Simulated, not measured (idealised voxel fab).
Process module heading - voxel spacer lines
150 nm wide, 5 nm square cells: that's cross-section cut.
Cross-section spec: square-cell grid; bands listed top down; each band is one or more rows.
Look at the band entry: it leads with the top's height and the bottom's height in nm. Then it lists the materials left to right, with a width in nm for each. The word "throughout" on a single material says that material fills the band edge to edge. The word "empty" is empty space.
Zero point of the height axis is 0; under it, received wafer = one material. Lowest band: continues down indefinitely, "z 0 and below".
The notation "30 to 40" denotes a width that varies across the rows of cells in the band, beginning at the first number in the top row, finishing at the second number in the bottom row, and changing by an identical amount from each row to the next.
You'll sometimes find "no modification" written for a step, and that's the way of saying that nowhere in the cross-section did a cell change during that step.
For the entry "Closed voids list", the listed items are empty spaces with no open way to the top whose size is 8 cells or more; each item follows the pattern width x height at distance, where distance is from the left edge and all three are in nm.
It should be noted that, on the line of a given step, the content following the step's settings is a remark produced by the simulator itself with respect to that step.
Regarding "overlay nm": on a step with a mask, it is the distance the mask lay to the right of its planned place; a negative value places it to the left.

-- Below is the list of planned process steps
step 1: RECEIVE | material Si
step 2: CONFORMAL_DEP | material Al2O3 | thk nm 5
step 3: DIRECTIONAL_DEP | material W | thk nm 10
step 4: DIRECTIONAL_DEP | material polySi | thk nm 20
step 5: PATTERN | tone cover | mask id MANDREL | material resist | width nm 15 | pitch nm 50 | thk nm 25 | overlay nm 0
step 6: DIRECTIONAL_ETCH | etch materials polySi | depth nm 20
step 7: STRIP | etch materials resist
step 8: CONFORMAL_DEP | material SiN | thk nm 10
step 9: DIRECTIONAL_ETCH | etch materials SiN | depth nm 10
step 10: STRIP | etch materials polySi
step 11: DIRECTIONAL_ETCH | etch materials W | depth nm 10
step 12: STRIP | etch materials SiN
step 13: FILL_DEP | material SiO2 | thk nm 5
step 14: CMP | height nm 15

-- As-received state of the wafer in cross-section, equivalent to post-step 1
* z 0 and below: Si throughout
* Closed voids list: none

-- First of two wafers: cross-section at end of module, run per plan
* z 15 to 5: SiO2 (30), then W (10), then SiO2 (15), then W (10), then SiO2 (15), then W (10), then SiO2 (15), then W (10), then SiO2 (35)
* z 5 to 0: Al2O3 throughout
* z 0 and below: Si throughout
* Closed voids list: none

-- Second wafer cross-section at end of module - shared start and plan with the first, one mistake in the run
* z 15 to 5: SiO2 (35), then W (10), then SiO2 (15), then W (10), then SiO2 (15), then W (10), then SiO2 (15), then W (10), then SiO2 (30)
* z 5 to 0: Al2O3 throughout
* z 0 and below: Si throughout
* Closed voids list: none
Finding, execution versus plan: the process deviated at step 5: the operation and settings actually run there were PATTERN | tone cover | mask id MANDREL | material resist | width nm 15 | pitch nm 50 | thk nm 25 | overlay nm 5
Heads up: at the end the two wafers have identical cell counts per material, they're just laid out differently.
